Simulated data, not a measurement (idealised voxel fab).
process module | voxel self aligned contacts
FYI the section here is cut, 255 nm wide, cells are 5 nm squares.
This document writes a cross-section as a grid whose cells are square, and gives it as bands, listed from the top down; one or more rows of cells form a band.
Heights first: top, then bottom, in nm. Then materials, left to right, each with a width in nm. "all across" on a single material: fills the band edge to edge. "air": empty space.
Convention: height 0 is the level below which the wafer, as received, is all one material. The lowest band does not terminate at the bottom but continues downward, represented as "0..down".
Note: "30 to 40" means the width goes from the first number (top row of the band) to the second number (bottom row) in equal steps per row of cells.
Where the words "everything unchanged" appear for a step, the cross-section shows no cell changed by that step; every cell remained as before.
In the "Catalogued sealed voids" entry, you get each enclosed empty space of 8 cells or more, one with no open way to the top, written width x height at distance, distance from the left edge, in nm.
after a step's settings: what the simulator itself notes on the step
On any step carrying a mask, the "overlay nm" setting, if present on the step's line, tells how far right of its planned place the mask lay; negative values point to the left.
[Here's what the planned process steps look like]
1) RECEIVE [material Si]
2) OXIDIZE [depth nm 5]
3) DIRECTIONAL_DEP [material polySi] [thk nm 25]
4) DIRECTIONAL_DEP [material SiN] [thk nm 20]
5) MASKED_ETCH [tone cover] [mask id GATE] [width nm 35] [pitch nm 70] [etch materials SiN] [depth nm 20] [overlay nm 0]
6) MASKED_ETCH [tone cover] [mask id GATE] [width nm 35] [pitch nm 70] [etch materials polySi] [depth nm 25] [overlay nm 0]
7) CONFORMAL_DEP [material SiN] [thk nm 5]
8) DIRECTIONAL_ETCH [etch materials SiN] [depth nm 5]
9) FILL_DEP [material SiO2] [thk nm 10]
10) CMP [height nm 50]
11) DIRECTIONAL_DEP [material aC] [thk nm 10]
12) PATTERN [tone open] [mask id CONTACT] [material resist] [width nm 45] [thk nm 30] [overlay nm 0]
13) DIRECTIONAL_ETCH [etch materials aC] [depth nm 10]
14) STRIP [etch materials resist]
15) DIRECTIONAL_ETCH [etch materials SiO2] [depth nm 55]
16) STRIP [etch materials aC]
17) CONFORMAL_DEP [material TiN] [thk nm 5]
18) FILL_DEP [material W] [thk nm 5]
19) CMP [height nm 50]
20) CONFORMAL_DEP [material SiCN] [thk nm 5]
[First wafer of two (run as planned)]
[Cross-section of the incoming wafer, state after step 1]
  0..down = Si all across
  Catalogued sealed voids: none
[After step 2: wafer cross-section]
  0..-5 = SiO2 all across
  Whatever lies below -5 is exactly as it was before.
[After step 3: wafer cross-section]
  25..0 = polySi all across
  Whatever lies below 0 is exactly as it was before.
[After step 4: wafer cross-section]
  45..25 = SiN all across
  Whatever lies below 25 is exactly as it was before.
[After step 5: wafer cross-section]
  45..25 = 75 nm air, then 35 nm SiN, then 35 nm air, then 35 nm SiN, then 75 nm air
  Whatever lies below 25 is exactly as it was before.
[After step 6: wafer cross-section]
  45..25 = 75 nm air, then 35 nm SiN, then 35 nm air, then 35 nm SiN, then 75 nm air
  25..0 = 75 nm air, then 35 nm polySi, then 35 nm air, then 35 nm polySi, then 75 nm air
  Whatever lies below 0 is exactly as it was before.
[After step 7: wafer cross-section]
  50..25 = 70 nm air, then 45 nm SiN, then 25 nm air, then 45 nm SiN, then 70 nm air
  25..5 = 70 nm air, then 5 nm SiN, then 35 nm polySi, then 5 nm SiN, then 25 nm air, then 5 nm SiN, then 35 nm polySi, then 5 nm SiN, then 70 nm air
  5..0 = 75 nm SiN, then 35 nm polySi, then 35 nm SiN, then 35 nm polySi, then 75 nm SiN
  Whatever lies below 0 is exactly as it was before.
[After step 8: wafer cross-section]
  45..25 = 70 nm air, then 45 nm SiN, then 25 nm air, then 45 nm SiN, then 70 nm air
  25..0 = 70 nm air, then 5 nm SiN, then 35 nm polySi, then 5 nm SiN, then 25 nm air, then 5 nm SiN, then 35 nm polySi, then 5 nm SiN, then 70 nm air
  Whatever lies below 0 is exactly as it was before.
[After step 9: wafer cross-section]
  55..45 = SiO2 all across
  45..25 = 70 nm SiO2, then 45 nm SiN, then 25 nm SiO2, then 45 nm SiN, then 70 nm SiO2
  25..0 = 70 nm SiO2, then 5 nm SiN, then 35 nm polySi, then 5 nm SiN, then 25 nm SiO2, then 5 nm SiN, then 35 nm polySi, then 5 nm SiN, then 70 nm SiO2
  Whatever lies below 0 is exactly as it was before.
[After step 10: wafer cross-section]
  50..45 = SiO2 all across
  Whatever lies below 45 is exactly as it was before.
[After step 11: wafer cross-section]
  60..50 = aC all across
  Whatever lies below 50 is exactly as it was before.
[After step 12: wafer cross-section]
  90..60 = 105 nm resist, then 45 nm air, then 105 nm resist
  Whatever lies below 60 is exactly as it was before.
[After step 13: wafer cross-section]
  80..60 = 105 nm resist, then 45 nm air, then 105 nm resist
  60..50 = 105 nm aC, then 45 nm air, then 105 nm aC
  Whatever lies below 50 is exactly as it was before.
[After step 14: wafer cross-section]
  60..50 = 105 nm aC, then 45 nm air, then 105 nm aC
  Whatever lies below 50 is exactly as it was before.
[After step 15: wafer cross-section]
  60..50 = 105 nm aC, then 45 nm air, then 105 nm aC
  50..45 = 105 nm SiO2, then 45 nm air, then 105 nm SiO2
  45..25 = 70 nm SiO2, then 45 nm SiN, then 25 nm air, then 45 nm SiN, then 70 nm SiO2
  25..0 = 70 nm SiO2, then 5 nm SiN, then 35 nm polySi, then 5 nm SiN, then 25 nm air, then 5 nm SiN, then 35 nm polySi, then 5 nm SiN, then 70 nm SiO2
  0..-5 = 115 nm SiO2, then 25 nm air, then 115 nm SiO2
  Whatever lies below -5 is exactly as it was before.
[After step 16: wafer cross-section]
  50..45 = 105 nm SiO2, then 45 nm air, then 105 nm SiO2
  Whatever lies below 45 is exactly as it was before.
[After step 17: wafer cross-section]
  55..50 = 110 nm TiN, then 35 nm air, then 110 nm TiN
  50..45 = 105 nm SiO2, then 15 nm TiN, then 15 nm air, then 15 nm TiN, then 105 nm SiO2
  45..25 = 70 nm SiO2, then 45 nm SiN, then 5 nm TiN, then 15 nm air, then 5 nm TiN, then 45 nm SiN, then 70 nm SiO2
  25..0 = 70 nm SiO2, then 5 nm SiN, then 35 nm polySi, then 5 nm SiN, then 5 nm TiN, then 15 nm air, then 5 nm TiN, then 5 nm SiN, then 35 nm polySi, then 5 nm SiN, then 70 nm SiO2
  0..-5 = 115 nm SiO2, then 25 nm TiN, then 115 nm SiO2
  Whatever lies below -5 is exactly as it was before.
[After step 18: wafer cross-section]
  60..55 = W all across
  55..50 = 110 nm TiN, then 35 nm W, then 110 nm TiN
  50..45 = 105 nm SiO2, then 15 nm TiN, then 15 nm W, then 15 nm TiN, then 105 nm SiO2
  45..25 = 70 nm SiO2, then 45 nm SiN, then 5 nm TiN, then 15 nm W, then 5 nm TiN, then 45 nm SiN, then 70 nm SiO2
  25..0 = 70 nm SiO2, then 5 nm SiN, then 35 nm polySi, then 5 nm SiN, then 5 nm TiN, then 15 nm W, then 5 nm TiN, then 5 nm SiN, then 35 nm polySi, then 5 nm SiN, then 70 nm SiO2
  Whatever lies below 0 is exactly as it was before.
[After step 19: wafer cross-section]
  50..45 = 105 nm SiO2, then 15 nm TiN, then 15 nm W, then 15 nm TiN, then 105 nm SiO2
  Whatever lies below 45 is exactly as it was before.
[After step 20: wafer cross-section]
  55..50 = SiCN all across
  Whatever lies below 50 is exactly as it was before.
[The second wafer began exactly as the first did and followed the same plan, but one mistake was made while running it; through step 15 inclusive, the two wafers are identical]
[Cross-section, second wafer, at the end time the plan gives for step 16]
  60..50 = 105 nm aC, then 45 nm air, then 105 nm aC
  50..45 = 105 nm SiO2, then 45 nm air, then 105 nm SiO2
  45..25 = 70 nm SiO2, then 115 nm air, then 70 nm SiO2
  25..0 = 70 nm SiO2, then 5 nm air, then 35 nm polySi, then 35 nm air, then 35 nm polySi, then 5 nm air, then 70 nm SiO2
  Whatever lies below 0 is exactly as it was before.
[Cross-section, second wafer, at the end time the plan gives for step 17]
  65..60 = 110 nm TiN, then 35 nm air, then 110 nm TiN
  60..50 = 105 nm aC, then 5 nm TiN, then 35 nm air, then 5 nm TiN, then 105 nm aC
  50..40 = 105 to 70 nm SiO2, then 5 to 40 nm TiN, then 35 nm air, then 5 to 40 nm TiN, then 105 to 70 nm SiO2
  40..30 = 70 nm SiO2, then 5 nm TiN, then 105 nm air, then 5 nm TiN, then 70 nm SiO2
  30..25 = 70 nm SiO2, then 45 nm TiN, then 25 nm air, then 45 nm TiN, then 70 nm SiO2
  25..5 = 70 nm SiO2, then 5 nm TiN, then 35 nm polySi, then 5 nm TiN, then 25 nm air, then 5 nm TiN, then 35 nm polySi, then 5 nm TiN, then 70 nm SiO2
  5..0 = 70 nm SiO2, then 5 nm TiN, then 35 nm polySi, then 10 nm TiN, then 15 nm air, then 10 nm TiN, then 35 nm polySi, then 5 nm TiN, then 70 nm SiO2
  0..-5 = 115 nm SiO2, then 25 nm TiN, then 115 nm SiO2
  Whatever lies below -5 is exactly as it was before.
[Cross-section, second wafer, at the end time the plan gives for step 18]
  70..65 = W all across
  65..60 = 110 nm TiN, then 35 nm W, then 110 nm TiN
  60..50 = 105 nm aC, then 5 nm TiN, then 35 nm W, then 5 nm TiN, then 105 nm aC
  50..40 = 105 to 70 nm SiO2, then 5 to 40 nm TiN, then 35 nm W, then 5 to 40 nm TiN, then 105 to 70 nm SiO2
  40..30 = 70 nm SiO2, then 5 nm TiN, then 105 nm W, then 5 nm TiN, then 70 nm SiO2
  30..25 = 70 nm SiO2, then 45 nm TiN, then 25 nm W, then 45 nm TiN, then 70 nm SiO2
  25..5 = 70 nm SiO2, then 5 nm TiN, then 35 nm polySi, then 5 nm TiN, then 25 nm W, then 5 nm TiN, then 35 nm polySi, then 5 nm TiN, then 70 nm SiO2
  5..0 = 70 nm SiO2, then 5 nm TiN, then 35 nm polySi, then 10 nm TiN, then 15 nm W, then 10 nm TiN, then 35 nm polySi, then 5 nm TiN, then 70 nm SiO2
  Whatever lies below 0 is exactly as it was before.
[Cross-section, second wafer, at the end time the plan gives for step 19]
  50..40 = 105 to 70 nm SiO2, then 5 to 40 nm TiN, then 35 nm W, then 5 to 40 nm TiN, then 105 to 70 nm SiO2
  Whatever lies below 40 is exactly as it was before.
[Cross-section, second wafer, at the end time the plan gives for step 20]
  55..50 = SiCN all across
  Whatever lies below 50 is exactly as it was before.
So what did we get wrong on this run? step 16 did not use the planned setting and instead ran as STRIP [etch materials SiN]
Count the cells at the end and the second wafer has more or fewer of some materials than the first: -92 SiN | +38 TiN | +54 W
